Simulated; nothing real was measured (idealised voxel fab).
process module | voxel local oxidation
Cross-sectional view cut (width: 165 nm; square cell size: 5 nm).
Cross-sections here: square-cell grids, written as top-down lists of bands, a band being one or more rows of cells. Within each band entry, the heights of the top and of the bottom of the band appear first, in that order and in nm; the materials of the band then follow from left to right, each with its corresponding width in nm. The designation "edge to edge" on a single material indicates that it fills the band from edge to edge; the designation "air" indicates empty space. Counting heights begins at 0, where everything beneath is, in the wafer as received, one material. The lowest band has no bottom; it goes on downwards, as "z 0 and below" shows. The expression "30 to 40" gives the width at the extremes of the band, the first number at its top row of cells and the second at its bottom row, with the width changing by equal amounts from each row to the next in between. "no alterations made" (step): cross-section cells unchanged, all of them. Basically, "Closed void roster" tells you about the enclosed voids: empty spaces with no open way to the top, 8 cells or bigger, each written width x height at distance, where distance is from the left edge, all in nm. Where a step's line continues beyond its settings, the continuation is a remark by the simulator itself on that step. overlay nm: mask right of planned place by this much (step with mask). Neg. = left.
THE PROCESS STEPS THAT WERE PLANNED ARE LISTED BELOW
1: RECEIVE (material Si)
2: OXIDIZE (depth nm 5)
3: CONFORMAL_DEP (material SiN; thk nm 15)
4: PATTERN (tone cover; mask id ACTIVE; material resist; width nm 105; thk nm 15; overlay nm -15)
5: DIRECTIONAL_ETCH (etch materials SiN; depth nm 15)
6: STRIP (etch materials resist)
7: SELECTIVE_ETCH (etch materials SiO2; depth nm 5)
8: OXIDIZE (depth nm 15)
9: STRIP (etch materials SiN)
Across this set of wafers, the varied parameter is the overlay nm of step 4. Starting conditions are identical for every wafer, and the plan reports the value assigned to the first wafer.
AS RECEIVED, I.E. AFTER STEP 1: CROSS-SECTION THROUGH THE FIRST OF SEVERAL WAFERS
    z 0 and below | Si edge to edge
    Closed void roster: none
TAKE ANY ROW AND YOU HAVE A WAFER AT THE END OF THE MODULE: HOW MANY CELLS OF EACH MATERIAL IT HAS GAINED (+) OR LOST (-) SINCE IT WAS RECEIVED, AND THEN ITS CLOSED VOIDS
overlay nm -15 | -93 Si | +79 SiO2 | Closed void roster: none
overlay nm -10 | -93 Si | +79 SiO2 | Closed void roster: none
overlay nm -5 | -93 Si | +79 SiO2 | Closed void roster: none
overlay nm 0 | -93 Si | +79 SiO2 | Closed void roster: none
overlay nm 5 | -93 Si | +79 SiO2 | Closed void roster: none
overlay nm 10 | -93 Si | +79 SiO2 | Closed void roster: none
overlay nm 15 | -93 Si | +79 SiO2 | Closed void roster: none
